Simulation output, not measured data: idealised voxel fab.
Proc. module: voxel ribs on slabs
Square cells of 5 nm make up the cross-section cut, whose width is 200 nm.
Cross-section spec: square-cell grid; bands listed top down; each band is one or more rows.
It is stipulated that each band's entry specify, in nanometres, the height of the top of the band and then that of its bottom, followed by the materials of the band in left-to-right sequence, each together with its width in nanometres. A single material marked by the word "all across" is understood to fill the band from edge to edge; the word "empty" is understood to denote empty space.
Heights from 0 (as-received wafer is one material below). Bottom band endless downward, as "0..down".
When a width is written as two numbers, as in "30..40", the first number is the width in the top row of cells of the band and the second is the width in its bottom row, and the width changes by the same amount from each row to the next.
A step reported as "no modifications" is a step in which no cell of the cross-section changed.
Look at "Closed void list" for the closed voids: empty spaces with no open path to the top, sized 8 cells or up. Each is width x height at distance, distance from the left edge, all nm.
The remark found on a step's line after its settings is issued by the simulator itself and pertains to that step.
On any step carrying a mask, the "overlay nm" setting, if present on the step's line, tells how far right of its planned place the mask lay; negative values point to the left.
**Steps in the process plan**
- 1: RECEIVE (material Si)
- 2: DIRECTIONAL_DEP (material SiO2; thk nm 20)
- 3: DIRECTIONAL_DEP (material SiN; thk nm 20)
- 4: DIRECTIONAL_DEP (material aC; thk nm 10)
- 5: PATTERN (tone cover; mask id RIB; material resist; width nm 20; thk nm 25; overlay nm 0)
- 6: DIRECTIONAL_ETCH (etch materials aC; depth nm 10)
- 7: STRIP (etch materials resist)
- 8: DIRECTIONAL_ETCH (etch materials SiN; depth nm 10)
- 9: STRIP (etch materials aC)
- 10: DIRECTIONAL_DEP (material aC; thk nm 15)
- 11: PATTERN (tone cover; mask id SLAB; material resist; width nm 50; thk nm 30; overlay nm 0)
- 12: DIRECTIONAL_ETCH (etch materials aC; depth nm 15)
- 13: STRIP (etch materials resist)
- 14: DIRECTIONAL_ETCH (etch materials SiN; depth nm 10)
- 15: STRIP (etch materials aC)
- 16: FILL_DEP (material SiO2; thk nm 30)
- 17: CMP (height nm 60)
- 18: DIRECTIONAL_DEP (material TiN; thk nm 5)
- 19: MASKED_ETCH (tone cover; mask id HEATER; width nm 20; etch materials TiN; depth nm 5; overlay nm 0)
- 20: CONFORMAL_DEP (material SiN; thk nm 5)
Among the wafers covered here, the point of difference is the width nm at step 19; their starting state is shared, and the plan presents the value of the first wafer.
**Cross-section, first of several wafers, as delivered after step 1**
0..down | Si all across
Closed void list: none
**Cross-section of the first of several wafers once the module has run through its last step, step 20**
70..65 | empty: 85  SiN: 30  empty: 85
65..60 | SiN: 90  TiN: 20  SiN: 90
60..40 | SiO2 all across
40..30 | SiO2: 90  SiN: 20  SiO2: 90
30..20 | SiO2: 75  SiN: 50  SiO2: 75
20..0 | SiO2 all across
0..down | Si all across
Closed void list: none
**Sectional view of the last wafer upon completion of the module**
70..65 | empty: 75  SiN: 55  empty: 70
65..60 | SiN: 80  TiN: 45  SiN: 75
60..40 | SiO2 all across
40..30 | SiO2: 90  SiN: 20  SiO2: 90
30..20 | SiO2: 75  SiN: 50  SiO2: 75
20..0 | SiO2 all across
0..down | Si all across
Closed void list: none
**What follows is a table in which each wafer occupies a row; for the wafer as it stands at the close of the module, the row states, material by material, how many cells have been gained (+) or lost (-) since receipt, and then gives its closed voids**
width nm 20 | +70 SiN | +452 SiO2 | +4 TiN | Closed void list: none
width nm 25 | +70 SiN | +452 SiO2 | +5 TiN | Closed void list: none
width nm 30 | +70 SiN | +452 SiO2 | +6 TiN | Closed void list: none
width nm 35 | +70 SiN | +452 SiO2 | +7 TiN | Closed void list: none
width nm 40 | +70 SiN | +452 SiO2 | +8 TiN | Closed void list: none
width nm 45 | +70 SiN | +452 SiO2 | +9 TiN | Closed void list: none
